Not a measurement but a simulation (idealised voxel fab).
The following is a process module called voxel self aligned vias.
Cross-sectional view cut (width: 175 nm; square cell size: 5 nm).
A cross-section is a grid of square cells, given in bands from the top down. A band is one or more rows of cells. Look at the band entry: it leads with the top's height and the bottom's height in nm. Then it lists the materials left to right, with a width in nm for each. The word "everywhere" on a single material says that material fills the band edge to edge. The word "air" is empty space. Basically, 0 is our baseline, since under it the wafer straight out of the box is all one material. The bottom band has no lower end and keeps on going down, so it looks like "0 down". You'd read "30 to 40" like this: the band's top row of cells is as wide as the first number, its bottom row is as wide as the second, and going down, every row changes width by the same amount as the row before did. Step marked "nothing got changed"? Then no cell in the cross-section changed in it. The list in "Voids, enclosed" covers empty spaces of 8 cells or more that cannot reach the top through any open way, and it gives each as width x height at distance; the distance is from the left edge, and width, height and distance are in nm. Text after the settings on a step's line: the simulator's own remark on that step. The "overlay nm" setting may appear on a step's line; for a step that uses a mask, it gives how far to the right of its planned position the mask lay, and a negative value indicates the left.

[The process steps that were planned are listed below]
- 1: RECEIVE with material Si
- 2: CONFORMAL_DEP with material SiO2, thk nm 10
- 3: CONFORMAL_DEP with material SiCN, thk nm 5
- 4: DIRECTIONAL_DEP with material SiO2, thk nm 20
- 5: DIRECTIONAL_DEP with material aC, thk nm 10
- 6: PATTERN with tone open, mask id LINES, material resist, width nm 20, pitch nm 50, thk nm 25, overlay nm 0
- 7: DIRECTIONAL_ETCH with etch materials aC, depth nm 10
- 8: STRIP with etch materials resist
- 9: DIRECTIONAL_ETCH with etch materials SiO2, depth nm 20
- 10: STRIP with etch materials aC
- 11: CONFORMAL_DEP with material TiN, thk nm 5
- 12: FILL_DEP with material W, thk nm 5
- 13: CMP with height nm 35
- 14: SELECTIVE_ETCH with etch materials W Ru TiN, depth nm 5
- 15: FILL_DEP with material SiN, thk nm 10
- 16: CMP with height nm 35
- 17: DIRECTIONAL_DEP with material SiO2, thk nm 15
- 18: MASKED_ETCH with tone open, mask id VIAS, width nm 30, pitch nm 100, etch materials SiO2, depth nm 15, overlay nm 0
- 19: MASKED_ETCH with tone open, mask id VIAS, width nm 30, pitch nm 100, etch materials SiN, depth nm 5, overlay nm 0
- 20: CONFORMAL_DEP with material TiN, thk nm 5
- 21: FILL_DEP with material Ru, thk nm 5
- 22: CMP with height nm 50
- 23: CONFORMAL_DEP with material SiCN, thk nm 5

[Cross-section of the wafer upon arrival, representing the state reached after step 1]
  0 down  Si everywhere
  Voids, enclosed: none

[Looking at the first of two wafers in cross-section at end of module - ran to plan]
  55 to 50  SiCN everywhere
  50 to 40  20 nm SiO2 | 5 nm TiN | 20 nm Ru | 5 nm TiN | 70 nm SiO2 | 5 nm TiN | 20 nm Ru | 5 nm TiN | 25 nm SiO2
  40 to 35  20 nm SiO2 | 10 nm TiN | 10 nm Ru | 10 nm TiN | 70 nm SiO2 | 10 nm TiN | 10 nm Ru | 10 nm TiN | 25 nm SiO2
  35 to 30  25 nm SiO2 | 20 nm TiN | 30 nm SiO2 | 20 nm SiN | 30 nm SiO2 | 20 nm TiN | 30 nm SiO2
  30 to 20  25 nm SiO2 | 5 nm TiN | 10 nm W | 5 nm TiN | 30 nm SiO2 | 5 nm TiN | 10 nm W | 5 nm TiN | 30 nm SiO2 | 5 nm TiN | 10 nm W | 5 nm TiN | 30 nm SiO2
  20 to 15  25 nm SiO2 | 20 nm TiN | 30 nm SiO2 | 20 nm TiN | 30 nm SiO2 | 20 nm TiN | 30 nm SiO2
  15 to 10  SiCN everywhere
  10 to 0  SiO2 everywhere
  0 down  Si everywhere
  Voids, enclosed: none

[So this is wafer number two of the two, cut at the end of the module - it started where the first did and had the same plan, we just got one thing wrong running it]
  55 to 50  SiCN everywhere
  50 to 40  15 nm Ru | 5 nm TiN | 30 nm SiO2 | 5 nm TiN | 60 nm Ru | 5 nm TiN | 30 nm SiO2 | 5 nm TiN | 20 nm Ru
  40 to 35  20 nm TiN | 30 nm SiO2 | 70 nm TiN | 30 nm SiO2 | 25 nm TiN
  35 to 30  25 nm SiO2 | 20 nm SiN | 30 nm SiO2 | 20 nm SiN | 30 nm SiO2 | 20 nm SiN | 30 nm SiO2
  30 to 20  25 nm SiO2 | 5 nm TiN | 10 nm W | 5 nm TiN | 30 nm SiO2 | 5 nm TiN | 10 nm W | 5 nm TiN | 30 nm SiO2 | 5 nm TiN | 10 nm W | 5 nm TiN | 30 nm SiO2
  20 to 15  25 nm SiO2 | 20 nm TiN | 30 nm SiO2 | 20 nm TiN | 30 nm SiO2 | 20 nm TiN | 30 nm SiO2
  15 to 10  SiCN everywhere
  10 to 0  SiO2 everywhere
  0 down  Si everywhere
  Voids, enclosed: none
Which mistake was made when the wafer was run? step 18 was run on a setting that differed from the plan, and what really ran there is MASKED_ETCH with tone cover, mask id VIAS, width nm 30, pitch nm 100, etch materials SiO2, depth nm 15, overlay nm 0
at the end the second wafer has, in cells: Ru +18; SiN +8; SiO2 -33; TiN +7
